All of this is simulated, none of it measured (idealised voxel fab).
Process module, titled voxel transistor to metal
For reference, the cross-section in this document is cut, with width 145 nm and square cells of 5 nm.
A cross-section is a grid of square cells, given in bands from the top down. A band is one or more rows of cells.
The band entry comprises the height of the band's top followed by the height of its bottom, expressed in nm, and subsequently the band's materials from left to right, each stated together with its width in nm. Where a single material is marked with the word "throughout", that material fills the band from edge to edge. The word "empty" represents empty space.
Note: height 0 marks the level under which the wafer is uniformly one material as received. Lowest band unbounded below, written "top 0, no bottom".
Width spec "30->40" -> top row of cells at first value, bottom row at second value, equal per-row change in between.
It should be understood that the words "everything unchanged", when stated for a given step, signify that the cross-section underwent no change in any of its cells during that step.
Voids not open to the top, 8 cells minimum: see "Enclosed cavity list". Written width x height at distance; distance is from the left edge; nm.
If you see something after the settings on a step's line, that's the simulator's own remark about that step.
The "overlay nm" setting may appear on a step's line; for a step that uses a mask, it gives how far to the right of its planned position the mask lay, and a negative value indicates the left.

### Here's what the planned process steps look like
1. RECEIVE, material Si
2. OXIDIZE, depth nm 5
3. CONFORMAL_DEP, material SiN, thk nm 10
4. PATTERN, tone cover, mask id ACTIVE, material resist, width nm 85, thk nm 15, overlay nm 0
5. DIRECTIONAL_ETCH, etch materials SiN, depth nm 10
6. DIRECTIONAL_ETCH, etch materials SiO2, depth nm 5
7. DIRECTIONAL_ETCH, etch materials Si, depth nm 25
8. STRIP, etch materials resist
9. FILL_DEP, material SiO2, thk nm 5
10. CMP, height nm 10
11. SELECTIVE_ETCH, etch materials SiO2, depth nm 5
12. STRIP, etch materials SiN
13. SELECTIVE_ETCH, etch materials SiO2, depth nm 5
14. OXIDIZE, depth nm 5
15. DIRECTIONAL_DEP, material polySi, thk nm 25
16. DIRECTIONAL_DEP, material SiCN, thk nm 15
17. MASKED_ETCH, tone cover, mask id GATE, width nm 15, etch materials SiCN, depth nm 25, overlay nm 0
18. MASKED_ETCH, tone cover, mask id GATE, width nm 15, etch materials polySi, depth nm 35, overlay nm 0
19. CONFORMAL_DEP, material SiO2, thk nm 5
20. DIRECTIONAL_ETCH, etch materials SiO2, depth nm 5
21. CONFORMAL_DEP, material SiN, thk nm 10
22. DIRECTIONAL_ETCH, etch materials SiN, depth nm 10
23. DIRECTIONAL_ETCH, etch materials SiO2, depth nm 5
24. DIRECTIONAL_ETCH, etch materials Si, depth nm 5
25. EPI, material SiGe, thk nm 5
26. FILL_DEP, material SiO2, thk nm 10
27. CMP, height nm 35
28. DIRECTIONAL_DEP, material SiO2, thk nm 15
29. PATTERN, tone open, mask id CONTACT, material resist, width nm 25, pitch nm 50, thk nm 15, overlay nm 0
30. DIRECTIONAL_ETCH, etch materials SiO2, depth nm 55
31. STRIP, etch materials resist
32. CONFORMAL_DEP, material TiN, thk nm 5
33. FILL_DEP, material W, thk nm 5
34. CMP, height nm 50
35. DIRECTIONAL_DEP, material TiN, thk nm 5
36. DIRECTIONAL_DEP, material W, thk nm 25
37. MASKED_ETCH, tone cover, mask id METAL_1, width nm 15, pitch nm 60, etch materials W, depth nm 25, overlay nm 0
38. MASKED_ETCH, tone cover, mask id METAL_1, width nm 15, pitch nm 60, etch materials TiN, depth nm 5, overlay nm 0
39. CONFORMAL_DEP, material SiCN, thk nm 5
40. FILL_DEP, material SiO2, thk nm 10
41. CMP, height nm 80
42. CONFORMAL_DEP, material SiCN, thk nm 5
The wafers in this document start out alike and differ in the width nm applied at step 17; the plan shows the value used for the first wafer.

### Cross-section of the first of several wafers on receipt, reflecting completion of step 1
	top 0, no bottom  Si throughout
	Enclosed cavity list: none

### Where each wafer stands at the end of the module, a row apiece: cells of each material gained (+) or lost (-) since it was received, then closed voids
width nm 15, -110 Si, +81 SiCN, +8 SiGe, +36 SiN, +351 SiO2, +56 TiN, +56 W, +15 polySi, Enclosed cavity list: none
width nm 20, -109 Si, +84 SiCN, +6 SiGe, +36 SiN, +344 SiO2, +63 TiN, +49 W, +20 polySi, Enclosed cavity list: none
width nm 25, -108 Si, +87 SiCN, +4 SiGe, +36 SiN, +337 SiO2, +70 TiN, +42 W, +25 polySi, Enclosed cavity list: none
width nm 30, -107 Si, +90 SiCN, +2 SiGe, +36 SiN, +338 SiO2, +62 TiN, +42 W, +30 polySi, Enclosed cavity list: none
